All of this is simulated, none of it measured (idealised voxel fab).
process module | voxel gate over fins
cross-section cut | 255 nm wide | cells 5 nm
A cross-section is a grid of square cells, given in bands from the top down. A band is one or more rows of cells.
Each band's line starts with the height of the band's top and of its bottom, in nm. Then come its materials from left to right, each with its width in nm. One material with "throughout" fills the band from edge to edge. "air" is empty space.
Height 0 is the level under which the wafer as received is all one material. The lowest band goes on downwards, as in "0 down".
A width such as "30 to 40" changes by the same amount from each row of cells to the next, from the band's top row to its bottom row.
"no change" after a step means that no cell of the cross-section changed.
closed voids: empty space of 8 cells or more with no open way to the top, each as width x height at its distance from the left edge, in nm
after a step's settings: what the simulator itself notes on the step
overlay nm, on a step with a mask: how far to the right of its planned place the mask lay; to the left if negative
plan
1 op RECEIVE | material Si
2 op CONFORMAL_DEP | material SiN | thk nm 10
3 op PATTERN | tone cover | mask id FINS | material resist | width nm 15 | pitch nm 35 | thk nm 15 | overlay nm 0
4 op DIRECTIONAL_ETCH | etch materials SiN | depth nm 10
5 op DIRECTIONAL_ETCH | etch materials Si | depth nm 30
6 op STRIP | etch materials resist
7 op FILL_DEP | material SiO2 | thk nm 5
8 op CMP | height nm 10
9 op SELECTIVE_ETCH | etch materials SiO2 | depth nm 25
10 op STRIP | etch materials SiN
11 op CONFORMAL_DEP | material HfO2 | thk nm 5
12 op CONFORMAL_DEP | material TiN | thk nm 5
13 op CONFORMAL_DEP | material TiAl | thk nm 5
14 op CONFORMAL_DEP | material TiN | thk nm 5
15 op FILL_DEP | material W | thk nm 15
16 op CMP | height nm 30
17 op CONFORMAL_DEP | material SiN | thk nm 10
as received, after step 1
  0 down: Si throughout
  closed voids: none
a wafer at the end: this start, this plan, one mistake
  40 to 30: SiN throughout
  30 to 20: W throughout
  20 to 15: W 45 | TiN 165 | W 45
  15 to 10: W 45 | TiN 5 | TiAl 155 | TiN 5 | W 45
  10 to 5: W 45 | TiN 5 | TiAl 5 | TiN 145 | TiAl 5 | TiN 5 | W 45
  5 to 0: TiN 50 | TiAl 5 | TiN 5 | HfO2 30 | TiN 5 | HfO2 30 | TiN 5 | HfO2 30 | TiN 5 | HfO2 30 | TiN 5 | TiAl 5 | TiN 50
  0 to -5: TiAl 55 | TiN 5 | HfO2 5 | Si 20 | HfO2 5 | TiN 5 | HfO2 5 | Si 20 | HfO2 5 | TiN 5 | HfO2 5 | Si 20 | HfO2 5 | TiN 5 | HfO2 5 | Si 20 | HfO2 5 | TiN 5 | TiAl 55
  -5 to -10: TiN 60 | HfO2 5 | Si 20 | HfO2 5 | TiN 5 | HfO2 5 | Si 20 | HfO2 5 | TiN 5 | HfO2 5 | Si 20 | HfO2 5 | TiN 5 | HfO2 5 | Si 20 | HfO2 5 | TiN 60
  -10 to -15: HfO2 65 | Si 20 | HfO2 15 | Si 20 | HfO2 15 | Si 20 | HfO2 15 | Si 20 | HfO2 65
  -15 to -30: SiO2 65 | Si 20 | SiO2 15 | Si 20 | SiO2 15 | Si 20 | SiO2 15 | Si 20 | SiO2 65
  -30 down: Si throughout
  closed voids: none
what went wrong: step 3 ran as: op PATTERN | tone cover | mask id FINS | material resist | width nm 20 | pitch nm 35 | thk nm 15 | overlay nm 0
